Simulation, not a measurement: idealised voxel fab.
process module | voxel wiring stack
cross-section cut | 220 nm wide | cells 5 nm
A cross-section is a grid of square cells, given in bands from the top down. A band is one or more rows of cells.
Each band's line starts with the height of the band's top and of its bottom, in nm. Then come its materials from left to right, each with its width in nm. One material with "throughout" fills the band from edge to edge. "air" is empty space.
Height 0 is the level under which the wafer as received is all one material. The lowest band goes on downwards, as in "0 down".
A width such as "30 to 40" changes by the same amount from each row of cells to the next, from the band's top row to its bottom row.
"no change" after a step means that no cell of the cross-section changed.
closed voids: empty space of 8 cells or more with no open way to the top, each as width x height at its distance from the left edge, in nm
after a step's settings: what the simulator itself notes on the step
overlay nm, on a step with a mask: how far to the right of its planned place the mask lay; to the left if negative
plan
1 op RECEIVE | material Si
2 op CONFORMAL_DEP | material SiO2 | thk nm 10
3 op DIRECTIONAL_DEP | material TiN | thk nm 5
4 op DIRECTIONAL_DEP | material Ru | thk nm 15
5 op MASKED_ETCH | tone cover | mask id METAL_1 | width nm 30 | pitch nm 50 | etch materials Ru | depth nm 15 | overlay nm 0
6 op MASKED_ETCH | tone cover | mask id METAL_1 | width nm 30 | pitch nm 50 | etch materials TiN | depth nm 5 | overlay nm 0
7 op FILL_DEP | material lowk | thk nm 5
8 op CMP | height nm 30
9 op CONFORMAL_DEP | material SiCN | thk nm 5
10 op DIRECTIONAL_DEP | material lowk | thk nm 10
11 op MASKED_ETCH | tone open | mask id PLUG_1 | width nm 15 | pitch nm 50 | etch materials lowk | depth nm 10 | overlay nm 0
12 op MASKED_ETCH | tone open | mask id PLUG_1 | width nm 15 | pitch nm 50 | etch materials SiCN | depth nm 5 | overlay nm 0
13 op EPI | material Ru | thk nm 10
14 op EPI | material Ru | thk nm 5
15 op DIRECTIONAL_DEP | material TiN | thk nm 5
16 op DIRECTIONAL_DEP | material Ru | thk nm 20
17 op DIRECTIONAL_DEP | material aC | thk nm 10
18 op PATTERN | tone cover | mask id METAL_2 | material resist | width nm 30 | pitch nm 50 | thk nm 30 | overlay nm 0
19 op DIRECTIONAL_ETCH | etch materials aC | depth nm 10
20 op STRIP | etch materials resist
21 op DIRECTIONAL_ETCH | etch materials Ru | depth nm 20
22 op DIRECTIONAL_ETCH | etch materials TiN | depth nm 5
23 op STRIP | etch materials aC
24 op CONFORMAL_DEP | material SiN | thk nm 5
25 op FILL_DEP | material SiO2 | thk nm 5
26 op CMP | height nm 70
27 op CONFORMAL_DEP | material SiCN | thk nm 5
28 op DIRECTIONAL_DEP | material lowk | thk nm 20
29 op PATTERN | tone open | mask id PLUG_2 | material resist | width nm 15 | pitch nm 50 | thk nm 20 | overlay nm 0
30 op DIRECTIONAL_ETCH | etch materials lowk | depth nm 20
31 op DIRECTIONAL_ETCH | etch materials SiCN | depth nm 5
32 op STRIP | etch materials resist
33 op EPI | material Ru | thk nm 10
34 op EPI | material Ru | thk nm 10
35 op EPI | material Ru | thk nm 5
36 op CONFORMAL_DEP | material SiCN | thk nm 5
37 op DIRECTIONAL_DEP | material lowk | thk nm 25
38 op MASKED_ETCH | tone open | mask id METAL_3 | width nm 30 | pitch nm 50 | etch materials lowk | depth nm 25 | overlay nm 0
39 op MASKED_ETCH | tone open | mask id METAL_3 | width nm 30 | pitch nm 50 | etch materials SiCN | depth nm 5 | overlay nm 0
40 op CONFORMAL_DEP | material TiN | thk nm 5
41 op FILL_DEP | material W | thk nm 5
42 op CMP | height nm 125
43 op EPI | material Ru | thk nm 5
44 op FILL_DEP | material SiCN | thk nm 5
as received, after step 1
  0 down: Si throughout
  closed voids: none
a wafer at the end: this start, this plan, one mistake
  135 to 130: SiCN throughout
  130 to 125: Ru throughout
  125 to 120: TiN 35 | lowk 10 | TiN 5 | W 20 | TiN 15 | lowk 10 | TiN 5 | W 20 | TiN 15 | lowk 10 | TiN 5 | W 20 | TiN 50
  120 to 100: lowk 45 | TiN 5 | W 20 | TiN 5 | lowk 20 | TiN 5 | W 20 | TiN 5 | lowk 20 | TiN 5 | W 20 | TiN 5 | lowk 45
  100 to 95: lowk 35 | SiCN 10 | TiN 30 | lowk 10 | SiCN 10 | TiN 30 | lowk 10 | SiCN 10 | TiN 30 | lowk 45
  95 to 90: SiCN 40 | Ru 25 | SiCN 5 | TiN 5 | SiCN 15 | Ru 25 | SiCN 5 | TiN 5 | SiCN 15 | Ru 25 | SiCN 5 | TiN 5 | SiCN 45
  90 to 75: lowk 45 | Ru 15 | lowk 35 | Ru 15 | lowk 35 | Ru 15 | lowk 60
  75 to 70: SiCN 45 | Ru 15 | SiCN 35 | Ru 15 | SiCN 35 | Ru 15 | SiCN 60
  70 to 50: SiO2 40 | SiN 5 | Ru 30 | SiN 5 | SiO2 10 | SiN 5 | Ru 30 | SiN 5 | SiO2 10 | SiN 5 | Ru 30 | SiN 5 | SiO2 40
  50 to 45: SiN 45 | TiN 30 | SiN 20 | TiN 30 | SiN 20 | TiN 30 | SiN 45
  45 to 35: lowk 45 | Ru 15 | lowk 35 | Ru 15 | lowk 35 | Ru 15 | lowk 60
  35 to 30: SiCN 45 | Ru 15 | SiCN 35 | Ru 15 | SiCN 35 | Ru 15 | SiCN 60
  30 to 15: lowk 45 | Ru 30 | lowk 20 | Ru 30 | lowk 20 | Ru 30 | lowk 45
  15 to 10: lowk 45 | TiN 30 | lowk 20 | TiN 30 | lowk 20 | TiN 30 | lowk 45
  10 to 0: SiO2 throughout
  0 down: Si throughout
  closed voids: none
what went wrong: step 28 ran as: op DIRECTIONAL_DEP | material lowk | thk nm 15
